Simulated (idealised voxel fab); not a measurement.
Herein follows the process module entitled voxel released beams.
Cross-section cut: width 160 nm, square cells of 5 nm.
Format of a cross-section: grid, square cells. Given as bands. Order: top down. Band: one or more rows of cells.
First you get the band's top height and its bottom height, in nm, and then the materials it's made of, left to right, with each width in nm. If you see a single material with "all across", that one covers the band edge to edge. "air" is empty space.
We count height from 0. Below that, the starting wafer is all one material. The lowest band never ends at the bottom but goes on down; see "0 and below" for how that is written.
You'd read "30..40" like this: the band's top row of cells is as wide as the first number, its bottom row is as wide as the second, and going down, every row changes width by the same amount as the row before did.
Any step labelled "nothing changed" changed none of the cells in the cross-section.
Entry "Closed internal cavities". Content: empty spaces with no open connection to the top, size 8 cells or greater. Each: width x height at distance. Distance: from left edge. Unit: nm.
Heads up: the bit after the settings on a step's line is the simulator's remark on that step.
"overlay nm" answers the question of how far to the right of plan the mask lay on a step that has a mask, and when it is negative the answer is to the left.
The steps planned for the process are as follows:
1) RECEIVE: material Si
2) CONFORMAL_DEP: material SiN, thk nm 5
3) DIRECTIONAL_DEP: material SiO2, thk nm 10
4) DIRECTIONAL_DEP: material aC, thk nm 10
5) PATTERN: tone open, mask id ANCHOR, material resist, width nm 30, thk nm 30, overlay nm 0
6) DIRECTIONAL_ETCH: etch materials aC, depth nm 10
7) STRIP: etch materials resist
8) DIRECTIONAL_ETCH: etch materials SiO2, depth nm 10
9) STRIP: etch materials aC
10) CONFORMAL_DEP: material polySi, thk nm 10
11) PATTERN: tone cover, mask id BEAM, material resist, width nm 105, thk nm 15, overlay nm 0
12) DIRECTIONAL_ETCH: etch materials polySi, depth nm 10
13) STRIP: etch materials resist
14) STRIP: etch materials SiO2
Wafer, first of two, run as planned:
Incoming wafer in cross-section (state: after step 1):
* 0 and below = Si all across
* Closed internal cavities: none
Once step 2 is through, the wafer looks like this in cross-section:
* 5 down to 0 = SiN all across
* Heights below 0 show no change.
Once step 3 is through, the wafer looks like this in cross-section:
* 15 down to 5 = SiO2 all across
* Heights below 5 show no change.
Once step 4 is through, the wafer looks like this in cross-section:
* 25 down to 15 = aC all across
* Heights below 15 show no change.
Once step 5 is through, the wafer looks like this in cross-section:
* 55 down to 25 = resist: 30, then air: 30, then resist: 100
* Heights below 25 show no change.
Once step 6 is through, the wafer looks like this in cross-section:
* 45 down to 25 = resist: 30, then air: 30, then resist: 100
* 25 down to 15 = aC: 30, then air: 30, then aC: 100
* Heights below 15 show no change.
Once step 7 is through, the wafer looks like this in cross-section:
* 25 down to 15 = aC: 30, then air: 30, then aC: 100
* Heights below 15 show no change.
Once step 8 is through, the wafer looks like this in cross-section:
* 25 down to 15 = aC: 30, then air: 30, then aC: 100
* 15 down to 5 = SiO2: 30, then air: 30, then SiO2: 100
* Heights below 5 show no change.
Once step 9 is through, the wafer looks like this in cross-section:
* 15 down to 5 = SiO2: 30, then air: 30, then SiO2: 100
* Heights below 5 show no change.
Once step 10 is through, the wafer looks like this in cross-section:
* 25 down to 15 = polySi: 40, then air: 10, then polySi: 110
* 15 down to 5 = SiO2: 30, then polySi: 30, then SiO2: 100
* Heights below 5 show no change.
Once step 11 is through, the wafer looks like this in cross-section:
* 40 down to 25 = air: 25, then resist: 105, then air: 30
* 25 down to 15 = polySi: 40, then resist: 10, then polySi: 110
* Heights below 15 show no change.
Once step 12 is through, the wafer looks like this in cross-section:
* 40 down to 25 = air: 25, then resist: 105, then air: 30
* 25 down to 15 = air: 25, then polySi: 15, then resist: 10, then polySi: 80, then air: 30
* Heights below 15 show no change.
Once step 13 is through, the wafer looks like this in cross-section:
* 25 down to 15 = air: 25, then polySi: 15, then air: 10, then polySi: 80, then air: 30
* Heights below 15 show no change.
Once step 14 is through, the wafer looks like this in cross-section:
* 25 down to 15 = air: 25, then polySi: 15, then air: 10, then polySi: 80, then air: 30
* 15 down to 5 = air: 30, then polySi: 30, then air: 100
* Heights below 5 show no change.
Now the other wafer: same start, same recipe, but we messed up one thing when running it. Up to and including step 9 it's the same as the first one:
Cross-section of the second wafer when, according to plan, step 10 should have finished:
* 20 down to 15 = polySi: 35, then air: 20, then polySi: 105
* 15 down to 10 = SiO2: 30, then polySi: 5, then air: 20, then polySi: 5, then SiO2: 100
* 10 down to 5 = SiO2: 30, then polySi: 30, then SiO2: 100
* Heights below 5 show no change.
Cross-section of the second wafer when, according to plan, step 11 should have finished:
* 35 down to 20 = air: 25, then resist: 105, then air: 30
* 20 down to 15 = polySi: 35, then resist: 20, then polySi: 105
* 15 down to 10 = SiO2: 30, then polySi: 5, then resist: 20, then polySi: 5, then SiO2: 100
* Heights below 10 show no change.
Cross-section of the second wafer when, according to plan, step 12 should have finished:
* 35 down to 20 = air: 25, then resist: 105, then air: 30
* 20 down to 15 = air: 25, then polySi: 10, then resist: 20, then polySi: 75, then air: 30
* Heights below 15 show no change.
Cross-section of the second wafer when, according to plan, step 13 should have finished:
* 20 down to 15 = air: 25, then polySi: 10, then air: 20, then polySi: 75, then air: 30
* 15 down to 10 = SiO2: 30, then polySi: 5, then air: 20, then polySi: 5, then SiO2: 100
* Heights below 10 show no change.
Cross-section of the second wafer when, according to plan, step 14 should have finished:
* 20 down to 10 = air: 25..30, then polySi: 10..5, then air: 20, then polySi: 75..5, then air: 30..100
* 10 down to 5 = air: 30, then polySi: 30, then air: 100
* Heights below 5 show no change.
Deviation from plan: step 10, actual vs plan mismatch, actual run CONFORMAL_DEP: material polySi, thk nm 5
Final wafer comparison in cells, second versus first, more or fewer per material: -25 polySi
